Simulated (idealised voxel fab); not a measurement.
Process module, titled voxel ribs on slabs
195 nm wide, 5 nm square cells: that's cross-section cut.
A cross-section in this document is a grid of square cells, and it is written down as bands, the top band listed before the ones below it; a band is made up of one or more rows of cells.
Per band: top height and bottom height in nm, followed by the left-to-right materials and their widths in nm; "everywhere" marks a single material spanning edge to edge, "blank" marks empty space.
We count height from 0. Below that, the starting wafer is all one material. The lowest band never ends at the bottom but goes on down; see "z 0 and below" for how that is written.
Think of "30->40" as a width that walks from the first number to the second as you go down the band, top row to bottom row, taking equal-sized steps from row to row.
"nothing different" means the step left every cell of the cross-section as it was.
The entry "Non-vented voids" lists the empty spaces that cover at least 8 cells and have no open path to the top. Each is written as width x height at distance, where the distance is measured from the left edge and all three values are in nm.
Whatever follows a step's settings on its line is a remark the simulator itself makes about that step.
You can add "overlay nm" to a step's line. For a step with a mask, it describes how far the mask lay to the right of its planned position, and a negative number describes a lay to the left.
[This section lists the process steps that were planned]
- 1: RECEIVE | material Si
- 2: DIRECTIONAL_DEP | material SiO2 | thk nm 20
- 3: DIRECTIONAL_DEP | material SiN | thk nm 20
- 4: PATTERN | tone cover | mask id RIB | material resist | width nm 30 | thk nm 20 | overlay nm 0
- 5: DIRECTIONAL_ETCH | etch materials SiN | depth nm 10
- 6: STRIP | etch materials resist
- 7: PATTERN | tone cover | mask id SLAB | material resist | width nm 60 | thk nm 15 | overlay nm 0
- 8: DIRECTIONAL_ETCH | etch materials SiN | depth nm 10
- 9: STRIP | etch materials resist
- 10: FILL_DEP | material SiO2 | thk nm 25
- 11: CMP | height nm 55
- 12: DIRECTIONAL_DEP | material W | thk nm 5
- 13: PATTERN | tone cover | mask id HEATER | material resist | width nm 40 | thk nm 20 | overlay nm 0
- 14: DIRECTIONAL_ETCH | etch materials W | depth nm 5
- 15: STRIP | etch materials resist
- 16: CONFORMAL_DEP | material SiN | thk nm 5
[As-received state of the wafer in cross-section, equivalent to post-step 1]
* z 0 and below: Si everywhere
* Non-vented voids: none
[Cross-section taken at module completion on the first of two wafers; processed per the plan]
* z 65 to 60: blank 70 | SiN 50 | blank 75
* z 60 to 55: SiN 75 | W 40 | SiN 80
* z 55 to 40: SiO2 everywhere
* z 40 to 30: SiO2 80 | SiN 30 | SiO2 85
* z 30 to 20: SiO2 65 | SiN 60 | SiO2 70
* z 20 to 0: SiO2 everywhere
* z 0 and below: Si everywhere
* Non-vented voids: none
[Wafer two, end of module, cross-section. Same start, same plan as wafer one. One mistake in the run]
* z 60 to 55: blank 75 | W 40 | blank 80
* z 55 to 40: SiO2 everywhere
* z 40 to 30: SiO2 80 | SiN 30 | SiO2 85
* z 30 to 20: SiO2 65 | SiN 60 | SiO2 70
* z 20 to 0: SiO2 everywhere
* z 0 and below: Si everywhere
* Non-vented voids: none
It is concluded that the wafer was processed incorrectly with respect to the plan, in that the run left out plan step 16 entirely, so it was never executed
Looking at both finished wafers in cells, the second ends up ahead of or behind the first on some materials: SiN -41
